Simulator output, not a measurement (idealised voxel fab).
Process module heading - voxel released beams
Shown is cross-section cut, with a width of 205 nm and square cells of size 5 nm.
Think of the cross-section as a grid of square cells. We describe it in bands, top to bottom, and each band covers one or more rows of those cells.
Look at the band entry: it leads with the top's height and the bottom's height in nm. Then it lists the materials left to right, with a width in nm for each. The word "all across" on a single material says that material fills the band edge to edge. The word "blank" is empty space.
Heights are reckoned from 0. Under this level, the received wafer is all of one material. The bottommost band is open-ended downward, for example "0 -> down".
Quick explanation for "30..40": the width changes in equal steps down the rows of cells, from the first number in the band's top row to the second number in its bottom row.
Key: "nothing got changed" - step with no changed cell in the cross-section.
Any empty space of 8 cells or more lacking an open way to the top shows up in "Closed voids list" as width x height at distance, distance from the left edge, in nm.
On each step's line, the part that comes after the settings is the simulator's own comment on the step.
Regarding "overlay nm": on a step with a mask, it is the distance the mask lay to the right of its planned place; a negative value places it to the left.

[List of planned process steps]
1,RECEIVE [material Si]
2,CONFORMAL_DEP [material SiN] [thk nm 5]
3,DIRECTIONAL_DEP [material SiO2] [thk nm 20]
4,MASKED_ETCH [tone open] [mask id ANCHOR] [width nm 25] [etch materials SiO2] [depth nm 20] [overlay nm 0]
5,CONFORMAL_DEP [material polySi] [thk nm 10]
6,PATTERN [tone cover] [mask id BEAM] [material resist] [width nm 80] [thk nm 20] [overlay nm 0]
7,DIRECTIONAL_ETCH [etch materials polySi] [depth nm 10]
8,STRIP [etch materials resist]
9,STRIP [etch materials SiO2]

[Step 1 complete: cross-section of the wafer as received]
* 0 -> down | Si all across
* Closed voids list: none

[First wafer of two, sectioned at end of module; run went per plan]
* 35 -> 25 | blank (60) | polySi (15) | blank (5) | polySi (60) | blank (65)
* 25 -> 15 | blank (65) | polySi (10) | blank (5) | polySi (10) | blank (115)
* 15 -> 5 | blank (65) | polySi (25) | blank (115)
* 5 -> 0 | SiN all across
* 0 -> down | Si all across
* Closed voids list: none

[So this is wafer number two of the two, cut at the end of the module - it started where the first did and had the same plan, we just got one thing wrong running it]
* 35 -> 25 | blank (60) | polySi (80) | blank (65)
* 25 -> 5 | blank (70) | polySi (15) | blank (120)
* 5 -> 0 | SiN all across
* 0 -> down | Si all across
* Closed voids list: none
Here's what went sideways: so step 4 ended up running with a different setting than we planned, it ran as MASKED_ETCH [tone open] [mask id ANCHOR] [width nm 15] [etch materials SiO2] [depth nm 20] [overlay nm 0]
at the end the second wafer has, in cells: -4 polySi
